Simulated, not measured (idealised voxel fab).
process module | voxel self aligned contacts
cross-section cut | 275 nm wide | cells 5 nm
A cross-section is a grid of square cells, given in bands from the top down. A band is one or more rows of cells.
Each band's line starts with the height of the band's top and of its bottom, in nm. Then come its materials from left to right, each with its width in nm. One material with "throughout" fills the band from edge to edge. "air" is empty space.
Height 0 is the level under which the wafer as received is all one material. The lowest band goes on downwards, as in "0 down".
A width such as "30 to 40" changes by the same amount from each row of cells to the next, from the band's top row to its bottom row.
"no change" after a step means that no cell of the cross-section changed.
closed voids: empty space of 8 cells or more with no open way to the top, each as width x height at its distance from the left edge, in nm
after a step's settings: what the simulator itself notes on the step
overlay nm, on a step with a mask: how far to the right of its planned place the mask lay; to the left if negative
plan
1 op RECEIVE | material Si
2 op OXIDIZE | depth nm 5
3 op DIRECTIONAL_DEP | material polySi | thk nm 30
4 op DIRECTIONAL_DEP | material SiN | thk nm 20
5 op PATTERN | tone cover | mask id GATE | material resist | width nm 35 | pitch nm 65 | thk nm 20 | overlay nm 0
6 op DIRECTIONAL_ETCH | etch materials SiN | depth nm 20
7 op DIRECTIONAL_ETCH | etch materials polySi | depth nm 30
8 op STRIP | etch materials resist
9 op CONFORMAL_DEP | material SiN | thk nm 5
10 op DIRECTIONAL_ETCH | etch materials SiN | depth nm 5
11 op FILL_DEP | material SiO2 | thk nm 10
12 op CMP | height nm 55
13 op PATTERN | tone open | mask id CONTACT | material resist | width nm 40 | pitch nm 65 | thk nm 15 | overlay nm 0
14 op DIRECTIONAL_ETCH | etch materials SiO2 | depth nm 60
15 op STRIP | etch materials resist
16 op CONFORMAL_DEP | material TiN | thk nm 5
17 op FILL_DEP | material W | thk nm 5
18 op CMP | height nm 55
19 op CONFORMAL_DEP | material SiCN | thk nm 5
first wafer, as planned
as received, after step 1
  0 down: Si throughout
  closed voids: none
after step 2
  0 to -5: SiO2 throughout
  below -5: unchanged
after step 3
  30 to 0: polySi throughout
  below 0: unchanged
after step 4
  50 to 30: SiN throughout
  below 30: unchanged
after step 5
  70 to 50: air 55 | resist 35 | air 30 | resist 35 | air 30 | resist 35 | air 55
  below 50: unchanged
after step 6
  70 to 50: air 55 | resist 35 | air 30 | resist 35 | air 30 | resist 35 | air 55
  50 to 30: air 55 | SiN 35 | air 30 | SiN 35 | air 30 | SiN 35 | air 55
  below 30: unchanged
after step 7
  70 to 50: air 55 | resist 35 | air 30 | resist 35 | air 30 | resist 35 | air 55
  50 to 30: air 55 | SiN 35 | air 30 | SiN 35 | air 30 | SiN 35 | air 55
  30 to 0: air 55 | polySi 35 | air 30 | polySi 35 | air 30 | polySi 35 | air 55
  below 0: unchanged
after step 8
  50 to 30: air 55 | SiN 35 | air 30 | SiN 35 | air 30 | SiN 35 | air 55
  below 30: unchanged
after step 9
  55 to 30: air 50 | SiN 45 | air 20 | SiN 45 | air 20 | SiN 45 | air 50
  30 to 5: air 50 | SiN 5 | polySi 35 | SiN 5 | air 20 | SiN 5 | polySi 35 | SiN 5 | air 20 | SiN 5 | polySi 35 | SiN 5 | air 50
  5 to 0: SiN 55 | polySi 35 | SiN 30 | polySi 35 | SiN 30 | polySi 35 | SiN 55
  below 0: unchanged
after step 10
  50 to 30: air 50 | SiN 45 | air 20 | SiN 45 | air 20 | SiN 45 | air 50
  30 to 0: air 50 | SiN 5 | polySi 35 | SiN 5 | air 20 | SiN 5 | polySi 35 | SiN 5 | air 20 | SiN 5 | polySi 35 | SiN 5 | air 50
  below 0: unchanged
after step 11
  60 to 50: SiO2 throughout
  50 to 30: SiO2 50 | SiN 45 | SiO2 20 | SiN 45 | SiO2 20 | SiN 45 | SiO2 50
  30 to 0: SiO2 50 | SiN 5 | polySi 35 | SiN 5 | SiO2 20 | SiN 5 | polySi 35 | SiN 5 | SiO2 20 | SiN 5 | polySi 35 | SiN 5 | SiO2 50
  below 0: unchanged
after step 12
  55 to 50: SiO2 throughout
  below 50: unchanged
after step 13
  70 to 55: resist 85 | air 40 | resist 25 | air 40 | resist 85
  below 55: unchanged
after step 14
  70 to 55: resist 85 | air 40 | resist 25 | air 40 | resist 85
  55 to 50: SiO2 85 | air 40 | SiO2 25 | air 40 | SiO2 85
  50 to 30: SiO2 50 | SiN 45 | air 20 | SiN 45 | air 20 | SiN 45 | SiO2 50
  30 to 0: SiO2 50 | SiN 5 | polySi 35 | SiN 5 | air 20 | SiN 5 | polySi 35 | SiN 5 | air 20 | SiN 5 | polySi 35 | SiN 5 | SiO2 50
  0 to -5: SiO2 95 | air 20 | SiO2 45 | air 20 | SiO2 95
  below -5: unchanged
after step 15
  55 to 50: SiO2 85 | air 40 | SiO2 25 | air 40 | SiO2 85
  below 50: unchanged
after step 16
  60 to 55: TiN 90 | air 30 | TiN 35 | air 30 | TiN 90
  55 to 50: SiO2 85 | TiN 15 | air 10 | TiN 15 | SiO2 25 | TiN 15 | air 10 | TiN 15 | SiO2 85
  50 to 30: SiO2 50 | SiN 45 | TiN 5 | air 10 | TiN 5 | SiN 45 | TiN 5 | air 10 | TiN 5 | SiN 45 | SiO2 50
  30 to 0: SiO2 50 | SiN 5 | polySi 35 | SiN 5 | TiN 5 | air 10 | TiN 5 | SiN 5 | polySi 35 | SiN 5 | TiN 5 | air 10 | TiN 5 | SiN 5 | polySi 35 | SiN 5 | SiO2 50
  0 to -5: SiO2 95 | TiN 20 | SiO2 45 | TiN 20 | SiO2 95
  below -5: unchanged
after step 17
  65 to 60: W throughout
  60 to 55: TiN 90 | W 30 | TiN 35 | W 30 | TiN 90
  55 to 50: SiO2 85 | TiN 15 | W 10 | TiN 15 | SiO2 25 | TiN 15 | W 10 | TiN 15 | SiO2 85
  50 to 30: SiO2 50 | SiN 45 | TiN 5 | W 10 | TiN 5 | SiN 45 | TiN 5 | W 10 | TiN 5 | SiN 45 | SiO2 50
  30 to 0: SiO2 50 | SiN 5 | polySi 35 | SiN 5 | TiN 5 | W 10 | TiN 5 | SiN 5 | polySi 35 | SiN 5 | TiN 5 | W 10 | TiN 5 | SiN 5 | polySi 35 | SiN 5 | SiO2 50
  below 0: unchanged
after step 18
  55 to 50: SiO2 85 | TiN 15 | W 10 | TiN 15 | SiO2 25 | TiN 15 | W 10 | TiN 15 | SiO2 85
  below 50: unchanged
after step 19
  60 to 55: SiCN throughout
  below 55: unchanged
second wafer: like start, like plan, one mistake. Through step 11 it matches the first wafer
when step 12 should have ended
  50 to 30: SiO2 50 | SiN 45 | SiO2 20 | SiN 45 | SiO2 20 | SiN 45 | SiO2 50
  below 30: unchanged
when step 13 should have ended
  65 to 50: resist 85 | air 40 | resist 25 | air 40 | resist 85
  below 50: unchanged
when step 14 should have ended
  65 to 50: resist 85 | air 40 | resist 25 | air 40 | resist 85
  50 to 30: SiO2 50 | SiN 45 | air 20 | SiN 45 | air 20 | SiN 45 | SiO2 50
  30 to 0: SiO2 50 | SiN 5 | polySi 35 | SiN 5 | air 20 | SiN 5 | polySi 35 | SiN 5 | air 20 | SiN 5 | polySi 35 | SiN 5 | SiO2 50
  0 to -5: SiO2 95 | air 20 | SiO2 45 | air 20 | SiO2 95
  below -5: unchanged
when step 15 should have ended
  50 to 30: SiO2 50 | SiN 45 | air 20 | SiN 45 | air 20 | SiN 45 | SiO2 50
  below 30: unchanged
when step 16 should have ended
  55 to 50: TiN 100 | air 10 | TiN 55 | air 10 | TiN 100
  50 to 30: SiO2 50 | SiN 45 | TiN 5 | air 10 | TiN 5 | SiN 45 | TiN 5 | air 10 | TiN 5 | SiN 45 | SiO2 50
  30 to 0: SiO2 50 | SiN 5 | polySi 35 | SiN 5 | TiN 5 | air 10 | TiN 5 | SiN 5 | polySi 35 | SiN 5 | TiN 5 | air 10 | TiN 5 | SiN 5 | polySi 35 | SiN 5 | SiO2 50
  0 to -5: SiO2 95 | TiN 20 | SiO2 45 | TiN 20 | SiO2 95
  below -5: unchanged
when step 17 should have ended
  60 to 55: W throughout
  55 to 50: TiN 100 | W 10 | TiN 55 | W 10 | TiN 100
  50 to 30: SiO2 50 | SiN 45 | TiN 5 | W 10 | TiN 5 | SiN 45 | TiN 5 | W 10 | TiN 5 | SiN 45 | SiO2 50
  30 to 0: SiO2 50 | SiN 5 | polySi 35 | SiN 5 | TiN 5 | W 10 | TiN 5 | SiN 5 | polySi 35 | SiN 5 | TiN 5 | W 10 | TiN 5 | SiN 5 | polySi 35 | SiN 5 | SiO2 50
  below 0: unchanged
when step 18 should have ended
  55 to 50: TiN 100 | W 10 | TiN 55 | W 10 | TiN 100
  below 50: unchanged
when step 19 should have ended
  60 to 55: SiCN throughout
  below 55: unchanged
what went wrong: step 12 ran as: op CMP | height nm 50
at the end the second wafer has, in cells: 39 fewer of SiO2 | 39 more of TiN
